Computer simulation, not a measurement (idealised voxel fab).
voxel spacer lines: a process module
140 nm wide, 5 nm square cells: that's cross-section cut.
Cross-section, as written here: a square-cell grid given band by band from the top down, where a band holds one or more rows of cells.
Look at the band entry: it leads with the top's height and the bottom's height in nm. Then it lists the materials left to right, with a width in nm for each. The word "full width" on a single material says that material fills the band edge to edge. The word "blank" is empty space.
Where do heights start? At 0: under that level the wafer as delivered is made of one material only. And the lowest band has no floor; it just carries on downward, as in "0 -> down".
Width: "30->40" (first number = top row, second number = bottom row, same change from row to row of cells).
Step marked "left unchanged"? Then no cell in the cross-section changed in it.
For the entry "Closed-off voids", the listed items are empty spaces with no open way to the top whose size is 8 cells or more; each item follows the pattern width x height at distance, where distance is from the left edge and all three are in nm.
Text after the settings on a step's line: the simulator's own remark on that step.
The line of a step may include "overlay nm". On a step with a mask, this value is how far to the right of its planned place the mask lay. A negative value means the mask lay to the left.
-- The planned process steps are enumerated hereunder
1: RECEIVE,material Si
2: CONFORMAL_DEP,material SiO2,thk nm 5
3: DIRECTIONAL_DEP,material TiN,thk nm 20
4: DIRECTIONAL_DEP,material aC,thk nm 20
5: PATTERN,tone cover,mask id MANDREL,material resist,width nm 15,pitch nm 60,thk nm 30,overlay nm 0
6: DIRECTIONAL_ETCH,etch materials aC,depth nm 20
7: STRIP,etch materials resist
8: CONFORMAL_DEP,material SiN,thk nm 10
9: DIRECTIONAL_ETCH,etch materials SiN,depth nm 10
10: STRIP,etch materials aC
11: DIRECTIONAL_ETCH,etch materials TiN,depth nm 20
12: STRIP,etch materials SiN
13: FILL_DEP,material SiO2,thk nm 5
14: CMP,height nm 25
Wafers differ in width nm at step 5; plan lists the first wafer's value; identical starting state.
-- As received, i.e. after step 1: cross-section through the first of several wafers
> 0 -> down: Si full width
> Closed-off voids: none
-- End of module, by wafer: material-by-material cell gain (+) or loss (-) since receipt, then closed voids
width nm 15 | +108 SiO2 | +32 TiN | Closed-off voids: none
width nm 20 | +108 SiO2 | +32 TiN | Closed-off voids: none
width nm 25 | +108 SiO2 | +32 TiN | Closed-off voids: none
width nm 30 | +108 SiO2 | +32 TiN | Closed-off voids: none
width nm 35 | +108 SiO2 | +32 TiN | Closed-off voids: none
